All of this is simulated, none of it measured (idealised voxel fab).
process module | voxel fin reveal
cross-section cut | 245 nm wide | cells 5 nm
A cross-section is a grid of square cells, given in bands from the top down. A band is one or more rows of cells.
Each band's line starts with the height of the band's top and of its bottom, in nm. Then come its materials from left to right, each with its width in nm. One material with "throughout" fills the band from edge to edge. "air" is empty space.
Height 0 is the level under which the wafer as received is all one material. The lowest band goes on downwards, as in "0 down".
A width such as "30 to 40" changes by the same amount from each row of cells to the next, from the band's top row to its bottom row.
"no change" after a step means that no cell of the cross-section changed.
closed voids: empty space of 8 cells or more with no open way to the top, each as width x height at its distance from the left edge, in nm
after a step's settings: what the simulator itself notes on the step
overlay nm, on a step with a mask: how far to the right of its planned place the mask lay; to the left if negative
plan
1 op RECEIVE | material Si
2 op CONFORMAL_DEP | material SiN | thk nm 10
3 op PATTERN | tone cover | mask id FINS | material resist | width nm 15 | pitch nm 45 | thk nm 15 | overlay nm 0
4 op DIRECTIONAL_ETCH | etch materials SiN | depth nm 10
5 op DIRECTIONAL_ETCH | etch materials Si | depth nm 25
6 op STRIP | etch materials resist
7 op OXIDIZE | depth nm 5
8 op FILL_DEP | material SiO2 | thk nm 5
9 op CMP | height nm 10
10 op SELECTIVE_ETCH | etch materials SiO2 | depth nm 25
11 op STRIP | etch materials SiN
12 op CONFORMAL_DEP | material SiO2 | thk nm 5
varied across the wafers: depth nm of step 5. The plan shows the first wafer's value. All wafers start alike
first wafer as received, after step 1
  0 down: Si throughout
  closed voids: none
first wafer at the end, after step 12
  5 to 0: air 45 | SiO2 15 | air 30 | SiO2 15 | air 30 | SiO2 15 | air 30 | SiO2 15 | air 50
  0 to -10: air 45 | SiO2 5 | Si 5 | SiO2 5 | air 30 | SiO2 5 | Si 5 | SiO2 5 | air 30 | SiO2 5 | Si 5 | SiO2 5 | air 30 | SiO2 5 | Si 5 | SiO2 5 | air 50
  -10 to -30: SiO2 50 | Si 5 | SiO2 40 | Si 5 | SiO2 40 | Si 5 | SiO2 40 | Si 5 | SiO2 55
  -30 down: Si throughout
  closed voids: none
last wafer at the end
  5 to 0: air 45 | SiO2 15 | air 30 | SiO2 15 | air 30 | SiO2 15 | air 30 | SiO2 15 | air 50
  0 to -10: air 45 | SiO2 5 | Si 5 | SiO2 5 | air 30 | SiO2 5 | Si 5 | SiO2 5 | air 30 | SiO2 5 | Si 5 | SiO2 5 | air 30 | SiO2 5 | Si 5 | SiO2 5 | air 50
  -10 to -55: SiO2 50 | Si 5 | SiO2 40 | Si 5 | SiO2 40 | Si 5 | SiO2 40 | Si 5 | SiO2 55
  -55 down: Si throughout
  closed voids: none
each wafer at the end: cells of each material gained (+) or lost (-) since it was received, then its closed voids
depth nm 25 | -270 Si | +208 SiO2 | closed voids: none
depth nm 30 | -315 Si | +253 SiO2 | closed voids: none
depth nm 35 | -360 Si | +298 SiO2 | closed voids: none
depth nm 40 | -405 Si | +343 SiO2 | closed voids: none
depth nm 45 | -450 Si | +388 SiO2 | closed voids: none
depth nm 50 | -495 Si | +433 SiO2 | closed voids: none
